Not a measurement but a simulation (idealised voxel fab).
The name of this process module is voxel transistor to metal.
Each square cell in cross-section cut measures 5 nm, and the section as a whole is 185 nm wide.
When this document writes out a cross-section, it uses a grid of square cells and lists it as bands, beginning at the top and moving down, with a band standing for one or more rows of cells.
Band: top height; bottom height; in nm. Then, left to right: material with width in nm, for each material. "all across": a single material spanning edge to edge. "empty": empty space.
The reference from which all heights are counted is 0, the level beneath which the as-received wafer is entirely one material; the lowest band, having no lower bound, proceeds downward and is written after the example "top 0, no bottom".
When a width is written as two numbers, as in "30 to 40", the first number is the width in the top row of cells of the band and the second is the width in its bottom row, and the width changes by the same amount from each row to the next.
No cell of the cross-section changed in a step that is given as "nothing changed".
Listed in "Sealed internal voids": every empty space of 8 or more cells without an open way to the top. Form: width x height at distance, the distance being from the left edge, all in nm.
Text after the settings on a step's line: the simulator's own remark on that step.
On any step carrying a mask, the "overlay nm" setting, if present on the step's line, tells how far right of its planned place the mask lay; negative values point to the left.

**Planned process steps**
| 1 | RECEIVE | material Si |
| 2 | CONFORMAL_DEP | material SiO2 | thk nm 5 |
| 3 | CONFORMAL_DEP | material SiN | thk nm 10 |
| 4 | DIRECTIONAL_DEP | material aC | thk nm 15 |
| 5 | PATTERN | tone cover | mask id ACTIVE | material resist | width nm 100 | thk nm 30 | overlay nm 0 |
| 6 | DIRECTIONAL_ETCH | etch materials aC | depth nm 15 |
| 7 | STRIP | etch materials resist |
| 8 | DIRECTIONAL_ETCH | etch materials SiN | depth nm 10 |
| 9 | DIRECTIONAL_ETCH | etch materials SiO2 | depth nm 5 |
| 10 | DIRECTIONAL_ETCH | etch materials Si | depth nm 30 |
| 11 | STRIP | etch materials aC |
| 12 | FILL_DEP | material SiO2 | thk nm 15 |
| 13 | CMP | height nm 15 |
| 14 | SELECTIVE_ETCH | etch materials SiO2 | depth nm 10 |
| 15 | STRIP | etch materials SiN |
| 16 | SELECTIVE_ETCH | etch materials SiO2 | depth nm 5 |
| 17 | OXIDIZE | depth nm 5 |
| 18 | DIRECTIONAL_DEP | material polySi | thk nm 25 |
| 19 | DIRECTIONAL_DEP | material SiCN | thk nm 10 |
| 20 | DIRECTIONAL_DEP | material aC | thk nm 15 |
| 21 | PATTERN | tone cover | mask id GATE | material resist | width nm 20 | thk nm 35 | overlay nm 0 |
| 22 | DIRECTIONAL_ETCH | etch materials aC | depth nm 15 |
| 23 | STRIP | etch materials resist |
| 24 | DIRECTIONAL_ETCH | etch materials SiCN | depth nm 20 |
| 25 | DIRECTIONAL_ETCH | etch materials polySi | depth nm 35 |
| 26 | STRIP | etch materials aC |
| 27 | CONFORMAL_DEP | material SiN | thk nm 10 |
| 28 | DIRECTIONAL_ETCH | etch materials SiN | depth nm 10 |
| 29 | DIRECTIONAL_ETCH | etch materials SiO2 | depth nm 5 |
| 30 | DIRECTIONAL_ETCH | etch materials Si | depth nm 10 |
| 31 | EPI | material SiGe | thk nm 15 |
| 32 | FILL_DEP | material SiO2 | thk nm 5 |
| 33 | CMP | height nm 35 |
| 34 | DIRECTIONAL_DEP | material SiO2 | thk nm 10 |
| 35 | PATTERN | tone open | mask id CONTACT | material resist | width nm 30 | pitch nm 60 | thk nm 15 | overlay nm 0 |
| 36 | DIRECTIONAL_ETCH | etch materials SiO2 | depth nm 45 |
| 37 | STRIP | etch materials resist |
| 38 | CONFORMAL_DEP | material TiN | thk nm 5 |
| 39 | FILL_DEP | material W | thk nm 10 |
| 40 | CMP | height nm 45 |
| 41 | CONFORMAL_DEP | material SiN | thk nm 5 |
| 42 | DIRECTIONAL_DEP | material SiO2 | thk nm 20 |
| 43 | MASKED_ETCH | tone open | mask id METAL_1 | width nm 15 | pitch nm 75 | etch materials SiO2 | depth nm 20 | overlay nm 0 |
| 44 | MASKED_ETCH | tone open | mask id METAL_1 | width nm 15 | pitch nm 75 | etch materials SiN | depth nm 5 | overlay nm 0 |
| 45 | CONFORMAL_DEP | material TiN | thk nm 5 |
| 46 | FILL_DEP | material Cu | thk nm 10 |
| 47 | CMP | height nm 70 |
| 48 | CONFORMAL_DEP | material SiCN | thk nm 5 |
| 49 | DIRECTIONAL_DEP | material SiO2 | thk nm 25 |
| 50 | PATTERN | tone open | mask id METAL_2 | material resist | width nm 15 | pitch nm 75 | thk nm 15 | overlay nm 0 |
| 51 | DIRECTIONAL_ETCH | etch materials SiO2 | depth nm 15 |
| 52 | STRIP | etch materials resist |
| 53 | DIRECTIONAL_DEP | material aC | thk nm 15 |
| 54 | PATTERN | tone open | mask id METAL_2_HOLES | material resist | width nm 15 | pitch nm 75 | thk nm 35 | overlay nm 0 |
| 55 | DIRECTIONAL_ETCH | etch materials aC | depth nm 15 |
| 56 | STRIP | etch materials resist |
| 57 | DIRECTIONAL_ETCH | etch materials SiO2 | depth nm 10 |
| 58 | DIRECTIONAL_ETCH | etch materials SiCN | depth nm 5 |
| 59 | STRIP | etch materials aC |
| 60 | CONFORMAL_DEP | material TiN | thk nm 5 |
| 61 | FILL_DEP | material Cu | thk nm 10 |
| 62 | CMP | height nm 100 |
| 63 | CONFORMAL_DEP | material SiN | thk nm 5 |

**As received (post step 1): cross-section**
top 0, no bottom = Si all across
Sealed internal voids: none

**Cross-sectional image of the first of two wafers at the end of the module, the run having proceeded as planned**
top 105, bottom 100 = SiN all across
top 100, bottom 75 = SiO2=45  TiN=5  Cu=5  TiN=5  SiO2=60  TiN=5  Cu=5  TiN=5  SiO2=50
top 75, bottom 70 = SiCN=45  TiN=15  SiCN=60  TiN=15  SiCN=50
top 70, bottom 50 = SiO2=45  TiN=5  Cu=5  TiN=5  SiO2=60  TiN=5  Cu=5  TiN=5  SiO2=50
top 50, bottom 45 = SiN=45  TiN=15  SiN=60  TiN=15  SiN=50
top 45, bottom 35 = SiO2=45  TiN=5  W=20 to 15  TiN=5 to 10  SiO2=30  TiN=5 to 10  W=20 to 15  TiN=5  SiO2=50
top 35, bottom 25 = SiO2=45  TiN=5  W=15  TiN=5  SiN=10  SiCN=20  SiN=10  TiN=5  W=15  TiN=5  SiO2=50
top 25, bottom 15 = SiO2=45  TiN=5  W=15  TiN=5  SiN=10  polySi=20  SiN=10  TiN=5  W=15  TiN=5  SiO2=50
top 15, bottom 10 = SiO2=45  TiN=25  SiN=10  polySi=20  SiN=10  TiN=25  SiO2=50
top 10, bottom 0 = SiO2=45  TiN=10  SiGe=15  SiN=10  polySi=20  SiN=10  SiGe=15  TiN=10  SiO2=50
top 0, bottom -5 = SiO2=35  SiGe=35  SiO2=40  SiGe=35  SiO2=40
top -5, bottom -15 = SiO2=40  SiGe=30  Si=40  SiGe=30  SiO2=45
top -15, bottom -30 = SiO2=40  Si=100  SiO2=45
top -30, no bottom = Si all across
Sealed internal voids: none

**Here's the second of our two wafers sectioned at module end. Same start as the first, same plan, but one mistake got made running it**
top 105, bottom 100 = SiN all across
top 100, bottom 75 = SiO2=45  TiN=5  Cu=5  TiN=5  SiO2=60  TiN=5  Cu=5  TiN=5  SiO2=50
top 75, bottom 70 = SiCN=45  TiN=15  SiCN=60  TiN=15  SiCN=50
top 70, bottom 50 = SiO2=45  TiN=5  Cu=5  TiN=5  SiO2=60  TiN=5  Cu=5  TiN=5  SiO2=50
top 50, bottom 45 = SiN=45  TiN=15  SiN=60  TiN=15  SiN=50
top 45, bottom 35 = SiO2=45  TiN=5  W=20 to 15  TiN=5 to 10  SiO2=30  TiN=5 to 10  W=20 to 15  TiN=5  SiO2=50
top 35, bottom 25 = SiO2=45  TiN=5  W=15  TiN=5  SiN=10  SiCN=20  SiN=10  TiN=5  W=15  TiN=5  SiO2=50
top 25, bottom 15 = SiO2=45  TiN=5  W=15  TiN=5  SiN=10  polySi=20  SiN=10  TiN=5  W=15  TiN=5  SiO2=50
top 15, bottom 10 = SiO2=45  TiN=25  SiN=10  polySi=20  SiN=10  TiN=25  SiO2=50
top 10, bottom 0 = SiO2=45  TiN=10  SiGe=15  SiN=10  polySi=20  SiN=10  SiGe=15  TiN=10  SiO2=50
top 0, bottom -5 = SiO2=35  SiGe=35  SiO2=40  SiGe=35  SiO2=40
top -5, bottom -15 = SiO2=40  SiGe=30  Si=40  SiGe=30  SiO2=45
top -15, bottom -60 = SiO2=40  Si=100  SiO2=45
top -60, no bottom = Si all across
Sealed internal voids: none
Run error: in the plan, step 10 was performed twice
Per the end-of-run cell counts, the second wafer holds more or fewer of some materials than the first: Si -102 | SiO2 +102
